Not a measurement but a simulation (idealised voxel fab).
Process module in this document: voxel air gaps
The figure presents cross-section cut, which has a width of 150 nm and is divided into square cells with an edge length of 5 nm.
We lay out every cross-section as a grid of square cells and spell it out in bands from the top down, where one band means one or more rows of cells. Band entry format. Leading values: height of top, height of bottom, nm. Remainder: materials in left-to-right order, each with its width in nm. Special words: "edge to edge" on a single material, which then fills the band edge to edge; "empty", empty space. Height 0 is the level under which the wafer as received is all one material. The lowest band goes on downwards, as in "0 down". The notation "30 to 40" denotes a width that varies across the rows of cells in the band, beginning at the first number in the top row, finishing at the second number in the bottom row, and changing by an identical amount from each row to the next. Step note "no change" = no cross-section cell changed. "Catalogued sealed voids" contains a list of empty spaces, each no smaller than 8 cells and without an open way to the top, written in the form width x height at distance with the distance from the left edge and all three in nm. On a step's line, text after the settings is the simulator commenting on that step. "overlay nm" answers the question of how far to the right of plan the mask lay on a step that has a mask, and when it is negative the answer is to the left.

Process steps (planned):
| 1 | RECEIVE, material Si |
| 2 | CONFORMAL_DEP, material SiO2, thk nm 10 |
| 3 | CONFORMAL_DEP, material SiN, thk nm 5 |
| 4 | DIRECTIONAL_DEP, material SiO2, thk nm 30 |
| 5 | MASKED_ETCH, tone open, mask id LINES, width nm 15, pitch nm 45, etch materials SiO2, depth nm 30, overlay nm 0 |
| 6 | CONFORMAL_DEP, material TiN, thk nm 5 |
| 7 | FILL_DEP, material Ru, thk nm 10 |
| 8 | CMP, height nm 45 |
| 9 | EPI, material Ru, thk nm 10 |
| 10 | SELECTIVE_ETCH, etch materials SiO2, depth nm 40 |
| 11 | CONFORMAL_DEP, material SiN, thk nm 5 |
The thk nm used in step 11 is not the same on every wafer, whereas the starting condition is; the value printed in the plan is the first wafer's.

Received wafers, first of several: cross-section after step 1:
* 0 down | Si edge to edge
* Catalogued sealed voids: none

Basically each wafer gets a line in the table, showing it at the end of the module: material by material, the cells it gained (+) or lost (-) since we got it, then its closed voids:
thk nm 5 | +57 Ru | +132 SiN | +60 SiO2 | +39 TiN | Catalogued sealed voids: 20 x 20 at 40; 20 x 20 at 85
thk nm 10 | +57 Ru | +186 SiN | +60 SiO2 | +39 TiN | Catalogued sealed voids: 20 x 20 at 40; 20 x 20 at 85
thk nm 15 | +57 Ru | +228 SiN | +60 SiO2 | +39 TiN | Catalogued sealed voids: 20 x 20 at 40; 20 x 20 at 85
thk nm 20 | +57 Ru | +258 SiN | +60 SiO2 | +39 TiN | Catalogued sealed voids: 20 x 20 at 40; 20 x 20 at 85
